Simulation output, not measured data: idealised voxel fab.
process module | voxel ribs on slabs
cross-section cut | 250 nm wide | cells 5 nm
A cross-section is a grid of square cells, given in bands from the top down. A band is one or more rows of cells.
Each band's line starts with the height of the band's top and of its bottom, in nm. Then come its materials from left to right, each with its width in nm. One material with "throughout" fills the band from edge to edge. "air" is empty space.
Height 0 is the level under which the wafer as received is all one material. The lowest band goes on downwards, as in "0 down".
A width such as "30 to 40" changes by the same amount from each row of cells to the next, from the band's top row to its bottom row.
"no change" after a step means that no cell of the cross-section changed.
closed voids: empty space of 8 cells or more with no open way to the top, each as width x height at its distance from the left edge, in nm
after a step's settings: what the simulator itself notes on the step
overlay nm, on a step with a mask: how far to the right of its planned place the mask lay; to the left if negative
plan
1 op RECEIVE | material Si
2 op DIRECTIONAL_DEP | material SiO2 | thk nm 20
3 op DIRECTIONAL_DEP | material SiN | thk nm 25
4 op PATTERN | tone cover | mask id RIB | material resist | width nm 25 | thk nm 15 | overlay nm 0
5 op DIRECTIONAL_ETCH | etch materials SiN | depth nm 5
6 op STRIP | etch materials resist
7 op DIRECTIONAL_DEP | material aC | thk nm 10
8 op PATTERN | tone cover | mask id SLAB | material resist | width nm 55 | thk nm 25 | overlay nm 0
9 op DIRECTIONAL_ETCH | etch materials aC | depth nm 10
10 op STRIP | etch materials resist
11 op DIRECTIONAL_ETCH | etch materials SiN | depth nm 20
12 op STRIP | etch materials aC
13 op FILL_DEP | material SiO2 | thk nm 25
14 op CMP | height nm 65
15 op DIRECTIONAL_DEP | material TiN | thk nm 10
16 op DIRECTIONAL_DEP | material aC | thk nm 15
17 op PATTERN | tone cover | mask id HEATER | material resist | width nm 35 | thk nm 35 | overlay nm 0
18 op DIRECTIONAL_ETCH | etch materials aC | depth nm 15
19 op STRIP | etch materials resist
20 op DIRECTIONAL_ETCH | etch materials TiN | depth nm 10
21 op STRIP | etch materials aC
22 op CONFORMAL_DEP | material SiN | thk nm 10
as received, after step 1
  0 down: Si throughout
  closed voids: none
first wafer at the end, as planned
  85 to 75: air 95 | SiN 55 | air 100
  75 to 65: SiN 105 | TiN 35 | SiN 110
  65 to 45: SiO2 throughout
  45 to 40: SiO2 110 | SiN 25 | SiO2 115
  40 to 20: SiO2 95 | SiN 55 | SiO2 100
  20 to 0: SiO2 throughout
  0 down: Si throughout
  closed voids: none
second wafer at the end: like start, like plan, one mistake
  85 to 75: air 85 | SiN 55 | air 110
  75 to 65: SiN 95 | TiN 35 | SiN 120
  65 to 45: SiO2 throughout
  45 to 40: SiO2 110 | SiN 25 | SiO2 115
  40 to 20: SiO2 95 | SiN 55 | SiO2 100
  20 to 0: SiO2 throughout
  0 down: Si throughout
  closed voids: none
what went wrong: step 17 ran as: op PATTERN | tone cover | mask id HEATER | material resist | width nm 35 | thk nm 35 | overlay nm -10
at the end the second wafer has, in cells: as many of each material as the first, in other places
